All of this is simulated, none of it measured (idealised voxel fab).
Documented hereafter: the process module known as voxel wiring stack.
The cross-section on display is named cut; it measures 190 nm wide, and its cells are 5 nm squares.
Format of a cross-section: grid, square cells. Given as bands. Order: top down. Band: one or more rows of cells.
Band: top and bottom heights (nm) first, top before bottom; then materials from left to right, widths in nm. "edge to edge" marks a sole material filling the band edge to edge. "empty" denotes empty space.
Basically, 0 is our baseline, since under it the wafer straight out of the box is all one material. The bottom band has no lower end and keeps on going down, so it looks like "top 0, no bottom".
When a width is written as two numbers, as in "30 to 40", the first number is the width in the top row of cells of the band and the second is the width in its bottom row, and the width changes by the same amount from each row to the next.
You'll sometimes find "no modifications" written for a step, and that's the way of saying that nowhere in the cross-section did a cell change during that step.
Enclosed void catalog: empty space of 8 cells or more with no open way to the top, each as width x height at its distance from the left edge, in nm
On a step's line, text after the settings is the simulator commenting on that step.
overlay nm: mask right of planned place by this much (step with mask). Neg. = left.

[Process steps (planned)]
1 RECEIVE,material Si
2 CONFORMAL_DEP,material SiO2,thk nm 10
3 CONFORMAL_DEP,material SiN,thk nm 5
4 DIRECTIONAL_DEP,material lowk,thk nm 15
5 DIRECTIONAL_DEP,material aC,thk nm 10
6 PATTERN,tone open,mask id METAL_1,material resist,width nm 30,pitch nm 60,thk nm 30,overlay nm 0
7 DIRECTIONAL_ETCH,etch materials aC,depth nm 10
8 STRIP,etch materials resist
9 DIRECTIONAL_ETCH,etch materials lowk,depth nm 15
10 DIRECTIONAL_ETCH,etch materials SiN,depth nm 5
11 STRIP,etch materials aC
12 CONFORMAL_DEP,material TiN,thk nm 5
13 FILL_DEP,material Cu,thk nm 10
14 CMP,height nm 30
15 EPI,material Ru,thk nm 5
16 FILL_DEP,material SiCN,thk nm 5
17 DIRECTIONAL_DEP,material SiO2,thk nm 15
18 PATTERN,tone open,mask id PLUG_1,material resist,width nm 15,pitch nm 60,thk nm 20,overlay nm 0
19 DIRECTIONAL_ETCH,etch materials SiO2,depth nm 15
20 DIRECTIONAL_ETCH,etch materials SiCN,depth nm 5
21 STRIP,etch materials resist
22 CONFORMAL_DEP,material TiN,thk nm 5
23 FILL_DEP,material Ru,thk nm 10
24 CMP,height nm 55
25 DIRECTIONAL_DEP,material TiN,thk nm 5
26 DIRECTIONAL_DEP,material W,thk nm 20
27 MASKED_ETCH,tone cover,mask id METAL_2,width nm 30,pitch nm 60,etch materials W,depth nm 20,overlay nm 0
28 MASKED_ETCH,tone cover,mask id METAL_2,width nm 30,pitch nm 60,etch materials TiN,depth nm 5,overlay nm 0
29 FILL_DEP,material SiO2,thk nm 5
30 CMP,height nm 80
31 CONFORMAL_DEP,material SiCN,thk nm 5

[On the first of the two wafers: run conducted according to plan]

[Cross-section of the incoming wafer, state after step 1]
	top 0, no bottom | Si edge to edge
	Enclosed void catalog: none

[Wafer after step 2 (cross-section)]
	top 10, bottom 0 | SiO2 edge to edge
	Under the height 0 nothing was changed.

[Wafer after step 3 (cross-section)]
	top 15, bottom 10 | SiN edge to edge
	Under the height 10 nothing was changed.

[Wafer after step 4 (cross-section)]
	top 30, bottom 15 | lowk edge to edge
	Under the height 15 nothing was changed.

[Wafer after step 5 (cross-section)]
	top 40, bottom 30 | aC edge to edge
	Under the height 30 nothing was changed.

[Wafer after step 6 (cross-section)]
	top 70, bottom 40 | resist: 20, then empty: 30, then resist: 30, then empty: 30, then resist: 30, then empty: 30, then resist: 20
	Under the height 40 nothing was changed.

[Wafer after step 7 (cross-section)]
	top 60, bottom 40 | resist: 20, then empty: 30, then resist: 30, then empty: 30, then resist: 30, then empty: 30, then resist: 20
	top 40, bottom 30 | aC: 20, then empty: 30, then aC: 30, then empty: 30, then aC: 30, then empty: 30, then aC: 20
	Under the height 30 nothing was changed.

[Wafer after step 8 (cross-section)]
	top 40, bottom 30 | aC: 20, then empty: 30, then aC: 30, then empty: 30, then aC: 30, then empty: 30, then aC: 20
	Under the height 30 nothing was changed.

[Wafer after step 9 (cross-section)]
	top 40, bottom 30 | aC: 20, then empty: 30, then aC: 30, then empty: 30, then aC: 30, then empty: 30, then aC: 20
	top 30, bottom 15 | lowk: 20, then empty: 30, then lowk: 30, then empty: 30, then lowk: 30, then empty: 30, then lowk: 20
	Under the height 15 nothing was changed.

[Wafer after step 10 (cross-section)]
	top 40, bottom 30 | aC: 20, then empty: 30, then aC: 30, then empty: 30, then aC: 30, then empty: 30, then aC: 20
	top 30, bottom 15 | lowk: 20, then empty: 30, then lowk: 30, then empty: 30, then lowk: 30, then empty: 30, then lowk: 20
	top 15, bottom 10 | SiN: 20, then empty: 30, then SiN: 30, then empty: 30, then SiN: 30, then empty: 30, then SiN: 20
	Under the height 10 nothing was changed.

[Wafer after step 11 (cross-section)]
	top 30, bottom 15 | lowk: 20, then empty: 30, then lowk: 30, then empty: 30, then lowk: 30, then empty: 30, then lowk: 20
	Under the height 15 nothing was changed.

[Wafer after step 12 (cross-section)]
	top 35, bottom 30 | TiN: 25, then empty: 20, then TiN: 40, then empty: 20, then TiN: 40, then empty: 20, then TiN: 25
	top 30, bottom 15 | lowk: 20, then TiN: 5, then empty: 20, then TiN: 5, then lowk: 30, then TiN: 5, then empty: 20, then TiN: 5, then lowk: 30, then TiN: 5, then empty: 20, then TiN: 5, then lowk: 20
	top 15, bottom 10 | SiN: 20, then TiN: 30, then SiN: 30, then TiN: 30, then SiN: 30, then TiN: 30, then SiN: 20
	Under the height 10 nothing was changed.

[Wafer after step 13 (cross-section)]
	top 45, bottom 35 | Cu edge to edge
	top 35, bottom 30 | TiN: 25, then Cu: 20, then TiN: 40, then Cu: 20, then TiN: 40, then Cu: 20, then TiN: 25
	top 30, bottom 15 | lowk: 20, then TiN: 5, then Cu: 20, then TiN: 5, then lowk: 30, then TiN: 5, then Cu: 20, then TiN: 5, then lowk: 30, then TiN: 5, then Cu: 20, then TiN: 5, then lowk: 20
	Under the height 15 nothing was changed.

[Wafer after step 14 (cross-section)]
	top 30, bottom 15 | lowk: 20, then TiN: 5, then Cu: 20, then TiN: 5, then lowk: 30, then TiN: 5, then Cu: 20, then TiN: 5, then lowk: 30, then TiN: 5, then Cu: 20, then TiN: 5, then lowk: 20
	Under the height 15 nothing was changed.

[Wafer after step 15 (cross-section)]
	top 35, bottom 30 | empty: 15, then Ru: 40, then empty: 20, then Ru: 40, then empty: 20, then Ru: 40, then empty: 15
	Under the height 30 nothing was changed.

[Wafer after step 16 (cross-section)]
	top 40, bottom 35 | SiCN edge to edge
	top 35, bottom 30 | SiCN: 15, then Ru: 40, then SiCN: 20, then Ru: 40, then SiCN: 20, then Ru: 40, then SiCN: 15
	Under the height 30 nothing was changed.

[Wafer after step 17 (cross-section)]
	top 55, bottom 40 | SiO2 edge to edge
	Under the height 40 nothing was changed.

[Wafer after step 18 (cross-section)]
	top 75, bottom 55 | resist: 20, then empty: 15, then resist: 45, then empty: 15, then resist: 45, then empty: 15, then resist: 35
	Under the height 55 nothing was changed.

[Wafer after step 19 (cross-section)]
	top 75, bottom 55 | resist: 20, then empty: 15, then resist: 45, then empty: 15, then resist: 45, then empty: 15, then resist: 35
	top 55, bottom 40 | SiO2: 20, then empty: 15, then SiO2: 45, then empty: 15, then SiO2: 45, then empty: 15, then SiO2: 35
	Under the height 40 nothing was changed.

[Wafer after step 20 (cross-section)]
	top 75, bottom 55 | resist: 20, then empty: 15, then resist: 45, then empty: 15, then resist: 45, then empty: 15, then resist: 35
	top 55, bottom 40 | SiO2: 20, then empty: 15, then SiO2: 45, then empty: 15, then SiO2: 45, then empty: 15, then SiO2: 35
	top 40, bottom 35 | SiCN: 20, then empty: 15, then SiCN: 45, then empty: 15, then SiCN: 45, then empty: 15, then SiCN: 35
	Under the height 35 nothing was changed.

[Wafer after step 21 (cross-section)]
	top 55, bottom 40 | SiO2: 20, then empty: 15, then SiO2: 45, then empty: 15, then SiO2: 45, then empty: 15, then SiO2: 35
	Under the height 40 nothing was changed.

[Wafer after step 22 (cross-section)]
	top 60, bottom 55 | TiN: 25, then empty: 5, then TiN: 55, then empty: 5, then TiN: 55, then empty: 5, then TiN: 40
	top 55, bottom 40 | SiO2: 20, then TiN: 5, then empty: 5, then TiN: 5, then SiO2: 45, then TiN: 5, then empty: 5, then TiN: 5, then SiO2: 45, then TiN: 5, then empty: 5, then TiN: 5, then SiO2: 35
	top 40, bottom 35 | SiCN: 20, then TiN: 15, then SiCN: 45, then TiN: 15, then SiCN: 45, then TiN: 15, then SiCN: 35
	Under the height 35 nothing was changed.

[Wafer after step 23 (cross-section)]
	top 70, bottom 60 | Ru edge to edge
	top 60, bottom 55 | TiN: 25, then Ru: 5, then TiN: 55, then Ru: 5, then TiN: 55, then Ru: 5, then TiN: 40
	top 55, bottom 40 | SiO2: 20, then TiN: 5, then Ru: 5, then TiN: 5, then SiO2: 45, then TiN: 5, then Ru: 5, then TiN: 5, then SiO2: 45, then TiN: 5, then Ru: 5, then TiN: 5, then SiO2: 35
	Under the height 40 nothing was changed.

[Wafer after step 24 (cross-section)]
	top 55, bottom 40 | SiO2: 20, then TiN: 5, then Ru: 5, then TiN: 5, then SiO2: 45, then TiN: 5, then Ru: 5, then TiN: 5, then SiO2: 45, then TiN: 5, then Ru: 5, then TiN: 5, then SiO2: 35
	Under the height 40 nothing was changed.

[Wafer after step 25 (cross-section)]
	top 60, bottom 55 | TiN edge to edge
	Under the height 55 nothing was changed.

[Wafer after step 26 (cross-section)]
	top 80, bottom 60 | W edge to edge
	Under the height 60 nothing was changed.

[Wafer after step 27 (cross-section)]
	top 80, bottom 60 | empty: 20, then W: 30, then empty: 30, then W: 30, then empty: 30, then W: 30, then empty: 20
	Under the height 60 nothing was changed.

[Wafer after step 28 (cross-section)]
	top 80, bottom 60 | empty: 20, then W: 30, then empty: 30, then W: 30, then empty: 30, then W: 30, then empty: 20
	top 60, bottom 55 | empty: 20, then TiN: 30, then empty: 30, then TiN: 30, then empty: 30, then TiN: 30, then empty: 20
	Under the height 55 nothing was changed.

[Wafer after step 29 (cross-section)]
	top 85, bottom 80 | SiO2 edge to edge
	top 80, bottom 60 | SiO2: 20, then W: 30, then SiO2: 30, then W: 30, then SiO2: 30, then W: 30, then SiO2: 20
	top 60, bottom 55 | SiO2: 20, then TiN: 30, then SiO2: 30, then TiN: 30, then SiO2: 30, then TiN: 30, then SiO2: 20
	Under the height 55 nothing was changed.

[Wafer after step 30 (cross-section)]
	top 80, bottom 60 | SiO2: 20, then W: 30, then SiO2: 30, then W: 30, then SiO2: 30, then W: 30, then SiO2: 20
	Under the height 60 nothing was changed.

[Wafer after step 31 (cross-section)]
	top 85, bottom 80 | SiCN edge to edge
	Under the height 80 nothing was changed.

[For the second wafer, take the first wafer's start and plan, then add one mistake made in running it; everything through step 29, that step included, is shared with the first]

[X-section, second wafer, when step 30 was due to finish]
	top 80, bottom 60 | SiO2: 20, then W: 30, then SiO2: 30, then W: 30, then SiO2: 30, then W: 30, then SiO2: 20
	Under the height 60 nothing was changed.

[X-section, second wafer, when step 31 was due to finish]
	top 85, bottom 80 | SiCN edge to edge
	Under the height 80 nothing was changed.
What was the processing mistake? step 30 was run twice
Outcome: the two wafer cross-sections end up identical, and the model's computation is unaffected by the mistake.
